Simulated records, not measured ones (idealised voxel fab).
The document below concerns the process module designated voxel transistor to metal.
Cross-section cut: width 280 nm, square cells of 5 nm.
In this document a cross-section is written as a grid of square cells. It is given as a series of bands, listed from the top down, and a band is one or more rows of cells.
Read a band's entry like this: the first values are the height of its top and the height of its bottom in nm, and what follows is the sequence of materials from left to right, each with its width in nm. Note that "blank" is empty space, and that a single material marked "everywhere" reaches across the band from edge to edge.
Basically, 0 is our baseline, since under it the wafer straight out of the box is all one material. The bottom band has no lower end and keeps on going down, so it looks like "0..down".
So if you see something like "30->40" for the width, read it as the top row of the band sitting at the first number and the bottom row at the second, with every row in between moving by the same amount as the last.
It should be understood that the words "all unchanged", when stated for a given step, signify that the cross-section underwent no change in any of its cells during that step.
"Enclosed voids" enumerates empty spaces isolated from the top, with no open way to it, that contain at least 8 cells, giving each as width x height at distance from the left edge, all three in nm.
after a step's settings: what the simulator itself notes on the step
"overlay nm" on a masked step: distance the mask lay right of its planned place, negative for left.

[The process steps that were planned are listed below]
1. RECEIVE, material Si
2. OXIDIZE, depth nm 5
3. CONFORMAL_DEP, material SiN, thk nm 10
4. MASKED_ETCH, tone cover, mask id ACTIVE, width nm 110, pitch nm 140, etch materials SiN, depth nm 10, overlay nm 0
5. MASKED_ETCH, tone cover, mask id ACTIVE, width nm 110, pitch nm 140, etch materials SiO2, depth nm 5, overlay nm 0
6. MASKED_ETCH, tone cover, mask id ACTIVE, width nm 110, pitch nm 140, etch materials Si, depth nm 25, overlay nm 0
7. FILL_DEP, material SiO2, thk nm 15
8. CMP, height nm 10
9. SELECTIVE_ETCH, etch materials SiO2, depth nm 5
10. STRIP, etch materials SiN
11. SELECTIVE_ETCH, etch materials SiO2, depth nm 5
12. OXIDIZE, depth nm 5
13. DIRECTIONAL_DEP, material polySi, thk nm 20
14. DIRECTIONAL_DEP, material SiCN, thk nm 15
15. DIRECTIONAL_DEP, material aC, thk nm 10
16. PATTERN, tone cover, mask id GATE, material resist, width nm 30, pitch nm 140, thk nm 30, overlay nm 0
17. DIRECTIONAL_ETCH, etch materials aC, depth nm 10
18. STRIP, etch materials resist
19. DIRECTIONAL_ETCH, etch materials SiCN, depth nm 25
20. DIRECTIONAL_ETCH, etch materials polySi, depth nm 30
21. STRIP, etch materials aC
22. CONFORMAL_DEP, material SiN, thk nm 10
23. DIRECTIONAL_ETCH, etch materials SiN, depth nm 10
24. DIRECTIONAL_ETCH, etch materials SiO2, depth nm 5
25. DIRECTIONAL_ETCH, etch materials Si, depth nm 5
26. EPI, material pSi, thk nm 5
27. FILL_DEP, material SiO2, thk nm 5
28. CMP, height nm 15
29. STRIP, etch materials polySi
30. SELECTIVE_ETCH, etch materials SiO2, depth nm 5
31. CONFORMAL_DEP, material HfO2, thk nm 5
32. CONFORMAL_DEP, material TiN, thk nm 5
33. FILL_DEP, material W, thk nm 5
34. CMP, height nm 10
35. DIRECTIONAL_DEP, material SiO2, thk nm 15
36. DIRECTIONAL_DEP, material aC, thk nm 10
37. PATTERN, tone open, mask id CONTACT, material resist, width nm 20, thk nm 25, overlay nm -5
38. DIRECTIONAL_ETCH, etch materials aC, depth nm 10
39. STRIP, etch materials resist
40. DIRECTIONAL_ETCH, etch materials SiO2, depth nm 35
41. STRIP, etch materials aC
42. CONFORMAL_DEP, material TiN, thk nm 5
43. FILL_DEP, material W, thk nm 10
44. CMP, height nm 25
45. CONFORMAL_DEP, material SiN, thk nm 5
46. DIRECTIONAL_DEP, material SiO2, thk nm 20
47. DIRECTIONAL_DEP, material aC, thk nm 15
48. PATTERN, tone open, mask id METAL_1, material resist, width nm 20, thk nm 35, overlay nm 0
49. DIRECTIONAL_ETCH, etch materials aC, depth nm 15
50. STRIP, etch materials resist
51. DIRECTIONAL_ETCH, etch materials SiO2, depth nm 20
52. DIRECTIONAL_ETCH, etch materials SiN, depth nm 5
53. STRIP, etch materials aC
54. CONFORMAL_DEP, material TiN, thk nm 5
55. FILL_DEP, material Cu, thk nm 5
56. CMP, height nm 50
57. EPI, material Ru, thk nm 5
58. FILL_DEP, material SiCN, thk nm 5
59. DIRECTIONAL_DEP, material lowk, thk nm 30
60. MASKED_ETCH, tone open, mask id METAL_2_HOLES, width nm 15, pitch nm 140, etch materials lowk, depth nm 30, overlay nm 0
61. PATTERN, tone open, mask id METAL_2, material resist, width nm 20, pitch nm 140, thk nm 15, overlay nm 0
62. DIRECTIONAL_ETCH, etch materials lowk, depth nm 15
63. DIRECTIONAL_ETCH, etch materials SiCN, depth nm 5
64. STRIP, etch materials resist
65. CONFORMAL_DEP, material TiN, thk nm 5
66. FILL_DEP, material Cu, thk nm 5
67. CMP, height nm 90
68. CONFORMAL_DEP, material SiCN, thk nm 5
The wafers in this document start out alike and differ in the overlay nm applied at step 37; the plan shows the value used for the first wafer.

[So this is the first of several wafers, cross-sectioned as it came to us, meaning it's at the end of step 1]
- 0..down  Si everywhere
- Enclosed voids: none

[Cross-section of the first of several wafers once the module has run through its last step, step 68]
- 95..90  SiCN everywhere
- 90..80  lowk=20, TiN=5, Cu=10, TiN=5, lowk=120, TiN=5, Cu=10, TiN=5, lowk=100
- 80..75  lowk=20, TiN=5, Cu=5, TiN=10, lowk=120, TiN=5, Cu=5, TiN=10, lowk=100
- 75..60  lowk=20, TiN=5, Cu=5, TiN=5, lowk=125, TiN=5, Cu=5, TiN=5, lowk=105
- 60..55  SiCN=20, TiN=15, SiCN=125, TiN=15, SiCN=105
- 55..50  SiCN=15, Ru=30, SiCN=50, Ru=30, SiCN=30, Ru=30, SiCN=50, Ru=30, SiCN=15
- 50..30  SiO2=20, TiN=5, Cu=10, TiN=5, SiO2=60, TiN=5, Cu=10, TiN=5, SiO2=40, TiN=5, Cu=10, TiN=5, SiO2=60, TiN=5, Cu=10, TiN=5, SiO2=20
- 30..25  SiN=20, TiN=20, SiN=60, TiN=20, SiN=40, TiN=20, SiN=60, TiN=20, SiN=20
- 25..10  SiO2=15, TiN=5, W=10, TiN=5, SiO2=60, TiN=5, W=10, TiN=5, SiO2=40, TiN=5, W=10, TiN=5, SiO2=60, TiN=5, W=10, TiN=5, SiO2=25
- 10..0  SiO2=15, TiN=5->10, W=10->5, TiN=5, SiO2=10, SiN=10, HfO2=5, TiN=5, W=10, TiN=5, HfO2=5, SiN=10, TiN=5, W=10, TiN=5, SiO2=40, TiN=5->10, W=10->5, TiN=5, SiO2=10, SiN=10, HfO2=5, TiN=5, W=10, TiN=5, HfO2=5, SiN=10, TiN=5, W=10, TiN=5, SiO2=25
- 0..-5  SiO2=10, SiN=10, TiN=15, SiO2=10, SiN=10, HfO2=5, TiN=20, HfO2=5, SiN=10, TiN=10, W=5, TiN=5, SiO2=5, SiN=10, SiO2=20, SiN=10, TiN=15, SiO2=10, SiN=10, HfO2=5, TiN=20, HfO2=5, SiN=10, TiN=10, W=5, TiN=5, SiO2=5, SiN=10, SiO2=10
- -5..-10  SiO2=20, pSi=5, TiN=10, SiO2=5, pSi=5, SiO2=5, HfO2=40, SiO2=5, pSi=5, TiN=15, pSi=5, SiO2=40, pSi=5, TiN=10, SiO2=5, pSi=5, SiO2=5, HfO2=40, SiO2=5, pSi=5, TiN=15, pSi=5, SiO2=20
- -10..-15  SiO2=15, Si=5, pSi=25, Si=50, pSi=25, Si=5, SiO2=30, Si=5, pSi=25, Si=50, pSi=25, Si=5, SiO2=15
- -15..-30  SiO2=15, Si=110, SiO2=30, Si=110, SiO2=15
- -30..down  Si everywhere
- Enclosed voids: none

[last wafer at the end]
- 95..90  SiCN everywhere
- 90..80  lowk=20, TiN=5, Cu=10, TiN=5, lowk=120, TiN=5, Cu=10, TiN=5, lowk=100
- 80..75  lowk=20, TiN=5, Cu=5, TiN=10, lowk=120, TiN=5, Cu=5, TiN=10, lowk=100
- 75..60  lowk=20, TiN=5, Cu=5, TiN=5, lowk=125, TiN=5, Cu=5, TiN=5, lowk=105
- 60..55  SiCN=20, TiN=15, SiCN=125, TiN=15, SiCN=105
- 55..50  SiCN=15, Ru=30, SiCN=50, Ru=30, SiCN=30, Ru=30, SiCN=50, Ru=30, SiCN=15
- 50..30  SiO2=20, TiN=5, Cu=10, TiN=5, SiO2=60, TiN=5, Cu=10, TiN=5, SiO2=40, TiN=5, Cu=10, TiN=5, SiO2=60, TiN=5, Cu=10, TiN=5, SiO2=20
- 30..25  SiN=20, TiN=20, SiN=60, TiN=20, SiN=40, TiN=20, SiN=60, TiN=20, SiN=20
- 25..10  SiO2=25, TiN=5, W=10, TiN=5, SiO2=60, TiN=5, W=10, TiN=5, SiO2=40, TiN=5, W=10, TiN=5, SiO2=60, TiN=5, W=10, TiN=5, SiO2=15
- 10..0  SiO2=25, TiN=5, W=10, TiN=5, SiN=10, HfO2=5, TiN=5, W=10, TiN=5, HfO2=5, SiN=10, SiO2=10, TiN=5, W=10->5, TiN=5->10, SiO2=40, TiN=5, W=10, TiN=5, SiN=10, HfO2=5, TiN=5, W=10, TiN=5, HfO2=5, SiN=10, SiO2=10, TiN=5, W=10->5, TiN=5->10, SiO2=15
- 0..-5  SiO2=10, SiN=10, SiO2=5, TiN=5, W=5, TiN=10, SiN=10, HfO2=5, TiN=20, HfO2=5, SiN=10, SiO2=10, TiN=15, SiN=10, SiO2=20, SiN=10, SiO2=5, TiN=5, W=5, TiN=10, SiN=10, HfO2=5, TiN=20, HfO2=5, SiN=10, SiO2=10, TiN=15, SiN=10, SiO2=10
- -5..-10  SiO2=20, pSi=5, TiN=15, pSi=5, SiO2=5, HfO2=40, SiO2=5, pSi=5, SiO2=5, TiN=10, pSi=5, SiO2=40, pSi=5, TiN=15, pSi=5, SiO2=5, HfO2=40, SiO2=5, pSi=5, SiO2=5, TiN=10, pSi=5, SiO2=20
- -10..-15  SiO2=15, Si=5, pSi=25, Si=50, pSi=25, Si=5, SiO2=30, Si=5, pSi=25, Si=50, pSi=25, Si=5, SiO2=15
- -15..-30  SiO2=15, Si=110, SiO2=30, Si=110, SiO2=15
- -30..down  Si everywhere
- Enclosed voids: none

[Take any row and you have a wafer at the end of the module: how many cells of each material it has gained (+) or lost (-) since it was received, and then its closed voids]
overlay nm -5; +48 Cu; +28 HfO2; +24 Ru; -180 Si; +138 SiCN; +72 SiN; +404 SiO2; +160 TiN; +48 W; +294 lowk; +28 pSi; Enclosed voids: none
overlay nm 0; +48 Cu; +28 HfO2; +24 Ru; -180 Si; +138 SiCN; +72 SiN; +400 SiO2; +160 TiN; +52 W; +294 lowk; +28 pSi; Enclosed voids: none
overlay nm 5; +48 Cu; +28 HfO2; +24 Ru; -180 Si; +138 SiCN; +72 SiN; +404 SiO2; +160 TiN; +48 W; +294 lowk; +28 pSi; Enclosed voids: none
